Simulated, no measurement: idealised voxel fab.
The process module presented herein is designated voxel trench capacitor.
In the cross-section labelled cut, the width is 255 nm and each square cell is 5 nm.
Heads up, the way a cross-section reads in here is a grid of square cells, handed over as bands from the top down, with every band being one or more rows of cells.
First you get the band's top height and its bottom height, in nm, and then the materials it's made of, left to right, with each width in nm. If you see a single material with "edge to edge", that one covers the band edge to edge. "air" is empty space.
Height 0 is the level under which the wafer as received is all one material. The lowest band goes on downwards, as in "0 nm and below".
It should be noted that a width expressed as "30..40" varies in equal increments from row to row of cells within the band, taking the value of the first number at the top row and that of the second number at the bottom row.
A step reported as "nothing was modified" is a step in which no cell of the cross-section changed.
Closed empty spaces (no open way to the top) of 8 cells or more are what "Closed void table" lists, each as width x height at distance from the left edge, nm for all three.
Where a step's line continues beyond its settings, the continuation is a remark by the simulator itself on that step.
Each step line may optionally specify "overlay nm", which for a step with a mask gives the rightward distance between the mask's planned place and where it lay, a negative value indicating the leftward direction.
STEPS IN THE PROCESS PLAN
1. RECEIVE,material Si
2. CONFORMAL_DEP,material SiN,thk nm 5
3. PATTERN,tone open,mask id TRENCH,material resist,width nm 25,pitch nm 40,thk nm 20,overlay nm 0
4. DIRECTIONAL_ETCH,etch materials SiN,depth nm 5
5. DIRECTIONAL_ETCH,etch materials Si,depth nm 30
6. STRIP,etch materials resist
7. CONFORMAL_DEP,material HfO2,thk nm 5
8. CONFORMAL_DEP,material TiN,thk nm 5
9. FILL_DEP,material W,thk nm 5
10. CMP,height nm 5
THIS IS THE CROSS-SECTION OF THE WAFER AS WE RECEIVED IT, I.E. AFTER STEP 1
	0 nm and below  Si edge to edge
	Closed void table: none
WHAT THE WAFER LOOKS LIKE IN CROSS-SECTION AFTER THIS MODULE, WHEN IT STARTS AS SHOWN ABOVE AND FOLLOWS THE PLAN ABOVE BUT ONE MISTAKE IS MADE IN RUNNING IT
	5 nm to 0 nm  95 nm SiN; 5 nm TiN; 15 nm W; 5 nm TiN; 15 nm SiN; 5 nm TiN; 15 nm W; 5 nm TiN; 95 nm SiN
	0 nm to -25 nm  95 nm Si; 5 nm TiN; 15 nm W; 5 nm TiN; 15 nm Si; 5 nm TiN; 15 nm W; 5 nm TiN; 95 nm Si
	-25 nm to -30 nm  95 nm Si; 25 nm TiN; 15 nm Si; 25 nm TiN; 95 nm Si
	-30 nm and below  Si edge to edge
	Closed void table: none
Error vs. plan: step 7 in the plan did not get run; it was skipped
